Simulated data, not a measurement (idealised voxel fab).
Herein follows the process module entitled voxel transistor to metal.
Section shown: cut. Width: 165 nm. Cell size: 5 nm, square.
Cross-section format: a grid of square cells, given as bands from top to bottom; each band is one or more rows of cells. What a band's entry tells you: where the top is and where the bottom is, as heights in nm, and after that what lies inside, material by material from left to right, each with its width in nm. Empty space is written as the word "air", and a single material marked with the word "full width" occupies the band from edge to edge. Heights from 0 (as-received wafer is one material below). Bottom band endless downward, as "z 0 and below". Width: "30->40" (first number = top row, second number = bottom row, same change from row to row of cells). Key: "no alterations made" - step with no changed cell in the cross-section. "Fully sealed cavities" enumerates empty spaces isolated from the top, with no open way to it, that contain at least 8 cells, giving each as width x height at distance from the left edge, all three in nm. It should be noted that, on the line of a given step, the content following the step's settings is a remark produced by the simulator itself with respect to that step. overlay nm, on a step with a mask: how far to the right of its planned place the mask lay; to the left if negative.

[Process steps (planned)]
1) RECEIVE [material Si]
2) OXIDIZE [depth nm 5]
3) CONFORMAL_DEP [material SiN] [thk nm 15]
4) DIRECTIONAL_DEP [material aC] [thk nm 10]
5) PATTERN [tone cover] [mask id ACTIVE] [material resist] [width nm 115] [thk nm 30] [overlay nm 0]
6) DIRECTIONAL_ETCH [etch materials aC] [depth nm 10]
7) STRIP [etch materials resist]
8) DIRECTIONAL_ETCH [etch materials SiN] [depth nm 15]
9) DIRECTIONAL_ETCH [etch materials SiO2] [depth nm 5]
10) DIRECTIONAL_ETCH [etch materials Si] [depth nm 20]
11) STRIP [etch materials aC]
12) OXIDIZE [depth nm 5]
13) FILL_DEP [material SiO2] [thk nm 15]
14) CMP [height nm 15]
15) SELECTIVE_ETCH [etch materials SiO2] [depth nm 10]
16) STRIP [etch materials SiN]
17) SELECTIVE_ETCH [etch materials SiO2] [depth nm 5]
18) OXIDIZE [depth nm 5]
19) DIRECTIONAL_DEP [material polySi] [thk nm 20]
20) DIRECTIONAL_DEP [material SiCN] [thk nm 15]
21) MASKED_ETCH [tone cover] [mask id GATE] [width nm 25] [etch materials SiCN] [depth nm 25] [overlay nm 0]
22) MASKED_ETCH [tone cover] [mask id GATE] [width nm 25] [etch materials polySi] [depth nm 30] [overlay nm 0]
23) CONFORMAL_DEP [material SiO2] [thk nm 5]
24) DIRECTIONAL_ETCH [etch materials SiO2] [depth nm 5]
25) CONFORMAL_DEP [material SiN] [thk nm 5]
26) DIRECTIONAL_ETCH [etch materials SiN] [depth nm 5]
27) DIRECTIONAL_ETCH [etch materials SiO2] [depth nm 5]
28) DIRECTIONAL_ETCH [etch materials Si] [depth nm 5]
29) EPI [material SiGe] [thk nm 10]
30) FILL_DEP [material SiO2] [thk nm 5]
31) CMP [height nm 15]
32) STRIP [etch materials polySi]
33) SELECTIVE_ETCH [etch materials SiO2] [depth nm 5]
34) CONFORMAL_DEP [material HfO2] [thk nm 5]
35) CONFORMAL_DEP [material TiN] [thk nm 5]
36) FILL_DEP [material W] [thk nm 5]
37) CMP [height nm 10]
38) DIRECTIONAL_DEP [material SiO2] [thk nm 15]
39) PATTERN [tone open] [mask id CONTACT] [material resist] [width nm 15] [pitch nm 80] [thk nm 15] [overlay nm 0]
40) DIRECTIONAL_ETCH [etch materials SiO2] [depth nm 30]
41) STRIP [etch materials resist]
42) CONFORMAL_DEP [material TiN] [thk nm 5]
43) FILL_DEP [material Ru] [thk nm 5]
44) CMP [height nm 25]
45) DIRECTIONAL_DEP [material TiN] [thk nm 5]
46) DIRECTIONAL_DEP [material Ru] [thk nm 15]
47) MASKED_ETCH [tone cover] [mask id METAL_1] [width nm 15] [pitch nm 80] [etch materials Ru] [depth nm 15] [overlay nm 0]
48) MASKED_ETCH [tone cover] [mask id METAL_1] [width nm 15] [pitch nm 80] [etch materials TiN] [depth nm 5] [overlay nm 0]
49) CONFORMAL_DEP [material SiN] [thk nm 5]
50) FILL_DEP [material SiO2] [thk nm 5]
51) CMP [height nm 45]
52) CONFORMAL_DEP [material SiCN] [thk nm 5]
53) DIRECTIONAL_DEP [material SiO2] [thk nm 35]
54) PATTERN [tone open] [mask id METAL_2] [material resist] [width nm 15] [pitch nm 80] [thk nm 20] [overlay nm 0]
55) DIRECTIONAL_ETCH [etch materials SiO2] [depth nm 20]
56) STRIP [etch materials resist]
57) PATTERN [tone open] [mask id METAL_2_HOLES] [material resist] [width nm 15] [pitch nm 80] [thk nm 15] [overlay nm 0]
58) DIRECTIONAL_ETCH [etch materials SiO2] [depth nm 15]
59) DIRECTIONAL_ETCH [etch materials SiCN] [depth nm 5]
60) STRIP [etch materials resist]
61) CONFORMAL_DEP [material TiN] [thk nm 5]
62) FILL_DEP [material Cu] [thk nm 5]
63) CMP [height nm 85]
64) CONFORMAL_DEP [material SiCN] [thk nm 5]

[Wafer at receipt (post step 1), cross-section]
* z 0 and below | Si full width
* Fully sealed cavities: none

[Result of the module, cross-sectioned: start per above, plan per above, one error in how it was run]
* z 90 to 85 | SiCN full width
* z 85 to 50 | SiO2 full width
* z 50 to 45 | SiCN full width
* z 45 to 30 | SiO2 (30) / SiN (5) / Ru (15) / SiN (5) / SiO2 (55) / SiN (5) / Ru (15) / SiN (5) / SiO2 (30)
* z 30 to 25 | SiN (35) / TiN (15) / SiN (65) / TiN (15) / SiN (35)
* z 25 to 10 | SiO2 (35) / TiN (5) / Ru (5) / TiN (5) / SiO2 (65) / TiN (5) / Ru (5) / TiN (5) / SiO2 (35)
* z 10 to 0 | SiO2 (35) / TiN (5) / Ru (5) / TiN (5) / SiO2 (10) / SiN (5) / HfO2 (5) / TiN (5) / W (15) / TiN (5) / HfO2 (5) / SiN (5) / SiO2 (10) / TiN (5) / Ru (5) / TiN (5) / SiO2 (35)
* z 0 to -5 | SiO2 (25) / SiN (5) / SiO2 (5) / TiN (15) / SiGe (10) / SiN (5) / HfO2 (5) / TiN (25) / HfO2 (5) / SiN (5) / SiGe (10) / TiN (15) / SiO2 (5) / SiN (5) / SiO2 (25)
* z -5 to -10 | SiO2 (30) / SiGe (30) / SiO2 (5) / HfO2 (35) / SiO2 (5) / SiGe (30) / SiO2 (30)
* z -10 to -15 | SiO2 (30) / SiGe (30) / Si (45) / SiGe (30) / SiO2 (30)
* z -15 to -30 | SiO2 (30) / Si (105) / SiO2 (30)
* z -30 and below | Si full width
* Fully sealed cavities: none
Finding, execution versus plan: step 53 of the plan was performed twice
